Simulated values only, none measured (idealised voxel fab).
Name of the process module below: voxel ribs on slabs
The figure presents cross-section cut, which has a width of 150 nm and is divided into square cells with an edge length of 5 nm.
This document writes a cross-section as a grid whose cells are square, and gives it as bands, listed from the top down; one or more rows of cells form a band.
First you get the band's top height and its bottom height, in nm, and then the materials it's made of, left to right, with each width in nm. If you see a single material with "everywhere", that one covers the band edge to edge. "empty" is empty space.
All heights in this document are referenced to 0, defined as the level beneath which the wafer, as received, consists entirely of one material. The lowest band is not bounded below; it extends indefinitely downward and is written in the form "0 -> down".
A width given as "30 to 40" starts at the first number in the band's top row and ends at the second number in its bottom row, shifting by an equal amount at every step from row to row.
Key: "all unchanged" - step with no changed cell in the cross-section.
Empty spaces counting at least 8 cells and having no open way to the top are listed in "Closed void catalog". The notation width x height at distance is used for each, the distance being from the left edge and all three values in nm.
The remark found on a step's line after its settings is issued by the simulator itself and pertains to that step.
overlay nm: mask offset rightward from planned place, masked step; negative means leftward offset.

LISTED BELOW ARE THE PROCESS STEPS AS PLANNED
1,RECEIVE (material Si)
2,DIRECTIONAL_DEP (material SiO2; thk nm 25)
3,DIRECTIONAL_DEP (material polySi; thk nm 15)
4,DIRECTIONAL_DEP (material aC; thk nm 15)
5,PATTERN (tone cover; mask id RIB; material resist; width nm 15; thk nm 30; overlay nm 0)
6,DIRECTIONAL_ETCH (etch materials aC; depth nm 15)
7,STRIP (etch materials resist)
8,DIRECTIONAL_ETCH (etch materials polySi; depth nm 5)
9,STRIP (etch materials aC)
10,MASKED_ETCH (tone cover; mask id SLAB; width nm 70; etch materials polySi; depth nm 10; overlay nm 0)
11,FILL_DEP (material SiO2; thk nm 30)
12,CMP (height nm 60)
13,DIRECTIONAL_DEP (material TiN; thk nm 10)
14,PATTERN (tone cover; mask id HEATER; material resist; width nm 30; thk nm 15; overlay nm 0)
15,DIRECTIONAL_ETCH (etch materials TiN; depth nm 10)
16,STRIP (etch materials resist)
17,CONFORMAL_DEP (material SiO2; thk nm 10)
Among the wafers covered here, the point of difference is the width nm at step 5; their starting state is shared, and the plan presents the value of the first wafer.

CROSS-SECTION OF THE FIRST OF SEVERAL RECEIVED WAFERS, SHOWING ITS STATE AFTER STEP 1
- 0 -> down = Si everywhere
- Closed void catalog: none

PER WAFER (ROW), END OF MODULE: DELTA IN CELLS PER MATERIAL SINCE RECEIPT, (+) FOR GAINED, (-) FOR LOST; CLOSED VOIDS AFTER THAT
width nm 15 | +397 SiO2 | +12 TiN | +31 polySi | Closed void catalog: none
width nm 20 | +396 SiO2 | +12 TiN | +32 polySi | Closed void catalog: none
width nm 25 | +395 SiO2 | +12 TiN | +33 polySi | Closed void catalog: none
width nm 30 | +394 SiO2 | +12 TiN | +34 polySi | Closed void catalog: none
width nm 35 | +393 SiO2 | +12 TiN | +35 polySi | Closed void catalog: none
